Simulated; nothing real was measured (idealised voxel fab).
A process module follows: voxel wiring stack.
The cross-section on display is named cut; it measures 290 nm wide, and its cells are 5 nm squares.
How to read a cross-section here: the picture is a grid of square cells, written as bands going from the top down, and any band can span one or more rows of cells. Top height, bottom height, nm. Materials left to right, width each, nm. Single material + "all across" = fills band edge to edge. "blank" = empty. Below 0: as-received wafer, all one material; heights counted from there. Lowest band: no bottom, goes on down, written "top 0, no bottom". It should be noted that a width expressed as "30..40" varies in equal increments from row to row of cells within the band, taking the value of the first number at the top row and that of the second number at the bottom row. "identical to before" means the step left every cell of the cross-section as it was. Basically, "Listed closed voids" tells you about the enclosed voids: empty spaces with no open way to the top, 8 cells or bigger, each written width x height at distance, where distance is from the left edge, all in nm. Step line, after settings: the simulator's comment on this step. A step's line can hold "overlay nm"; with a mask on that step, the setting says how far right of the planned place the mask lay, while a negative setting says it lay to the left.

# Process steps foreseen in the plan
1: RECEIVE | material Si
2: CONFORMAL_DEP | material SiO2 | thk nm 15
3: DIRECTIONAL_DEP | material TiN | thk nm 5
4: DIRECTIONAL_DEP | material Ru | thk nm 25
5: PATTERN | tone cover | mask id METAL_1 | material resist | width nm 30 | pitch nm 50 | thk nm 20 | overlay nm 0
6: DIRECTIONAL_ETCH | etch materials Ru | depth nm 25
7: DIRECTIONAL_ETCH | etch materials TiN | depth nm 5
8: STRIP | etch materials resist
9: FILL_DEP | material lowk | thk nm 10
10: CMP | height nm 45
11: CONFORMAL_DEP | material SiCN | thk nm 5
12: DIRECTIONAL_DEP | material lowk | thk nm 20
13: MASKED_ETCH | tone open | mask id PLUG_1 | width nm 15 | pitch nm 50 | etch materials lowk | depth nm 20 | overlay nm 0
14: MASKED_ETCH | tone open | mask id PLUG_1 | width nm 15 | pitch nm 50 | etch materials SiCN | depth nm 5 | overlay nm 0
15: CONFORMAL_DEP | material TiN | thk nm 5
16: FILL_DEP | material Cu | thk nm 5
17: CMP | height nm 70
18: DIRECTIONAL_DEP | material TiN | thk nm 5
19: DIRECTIONAL_DEP | material Ru | thk nm 15
20: DIRECTIONAL_DEP | material aC | thk nm 15
21: PATTERN | tone cover | mask id METAL_2 | material resist | width nm 30 | pitch nm 50 | thk nm 30 | overlay nm 0
22: DIRECTIONAL_ETCH | etch materials aC | depth nm 15
23: STRIP | etch materials resist
24: DIRECTIONAL_ETCH | etch materials Ru | depth nm 15
25: DIRECTIONAL_ETCH | etch materials TiN | depth nm 5
26: STRIP | etch materials aC
27: CONFORMAL_DEP | material SiCN | thk nm 5
28: FILL_DEP | material lowk | thk nm 10
29: CMP | height nm 90
30: CONFORMAL_DEP | material SiN | thk nm 5
The value of thk nm given for step 27 in the plan refers to the first wafer; the wafers vary in this setting and are alike at the start.

# Cross-sectional view of the first of several wafers in the as-received condition, corresponding to the state following step 1
	top 0, no bottom | Si all across
	Listed closed voids: none

# Cross-section of the first of several wafers once the module has run through its last step, step 30
	top 95, bottom 90 | SiN all across
	top 90, bottom 75 | lowk 100 nm, then SiCN 5 nm, then Ru 30 nm, then SiCN 5 nm, then lowk 10 nm, then SiCN 5 nm, then Ru 30 nm, then SiCN 5 nm, then lowk 100 nm
	top 75, bottom 70 | SiCN 105 nm, then TiN 30 nm, then SiCN 20 nm, then TiN 30 nm, then SiCN 105 nm
	top 70, bottom 50 | lowk 105 nm, then TiN 5 nm, then Cu 5 nm, then TiN 5 nm, then lowk 35 nm, then TiN 5 nm, then Cu 5 nm, then TiN 5 nm, then lowk 120 nm
	top 50, bottom 45 | SiCN 105 nm, then TiN 15 nm, then SiCN 35 nm, then TiN 15 nm, then SiCN 120 nm
	top 45, bottom 20 | lowk 105 nm, then Ru 30 nm, then lowk 20 nm, then Ru 30 nm, then lowk 105 nm
	top 20, bottom 15 | lowk 105 nm, then TiN 30 nm, then lowk 20 nm, then TiN 30 nm, then lowk 105 nm
	top 15, bottom 0 | SiO2 all across
	top 0, no bottom | Si all across
	Listed closed voids: none

# Cross-section at module completion, last wafer
	top 95, bottom 90 | SiN all across
	top 90, bottom 75 | SiCN 105 nm, then Ru 30 nm, then SiCN 20 nm, then Ru 30 nm, then SiCN 105 nm
	top 75, bottom 70 | SiCN 105 nm, then TiN 30 nm, then SiCN 20 nm, then TiN 30 nm, then SiCN 105 nm
	top 70, bottom 50 | lowk 105 nm, then TiN 5 nm, then Cu 5 nm, then TiN 5 nm, then lowk 35 nm, then TiN 5 nm, then Cu 5 nm, then TiN 5 nm, then lowk 120 nm
	top 50, bottom 45 | SiCN 105 nm, then TiN 15 nm, then SiCN 35 nm, then TiN 15 nm, then SiCN 120 nm
	top 45, bottom 20 | lowk 105 nm, then Ru 30 nm, then lowk 20 nm, then Ru 30 nm, then lowk 105 nm
	top 20, bottom 15 | lowk 105 nm, then TiN 30 nm, then lowk 20 nm, then TiN 30 nm, then lowk 105 nm
	top 15, bottom 0 | SiO2 all across
	top 0, no bottom | Si all across
	Listed closed voids: none

# Per wafer, end of module: cells gained (+) or lost (-) per material since receipt, then closed voids
thk nm 5 | +8 Cu | +96 Ru | +110 SiCN | +58 SiN | +174 SiO2 | +46 TiN | +610 lowk | Listed closed voids: none
thk nm 10 | +8 Cu | +96 Ru | +160 SiCN | +58 SiN | +174 SiO2 | +46 TiN | +560 lowk | Listed closed voids: none
thk nm 15 | +8 Cu | +96 Ru | +200 SiCN | +58 SiN | +174 SiO2 | +46 TiN | +520 lowk | Listed closed voids: none
thk nm 20 | +8 Cu | +96 Ru | +236 SiCN | +58 SiN | +174 SiO2 | +46 TiN | +484 lowk | Listed closed voids: none
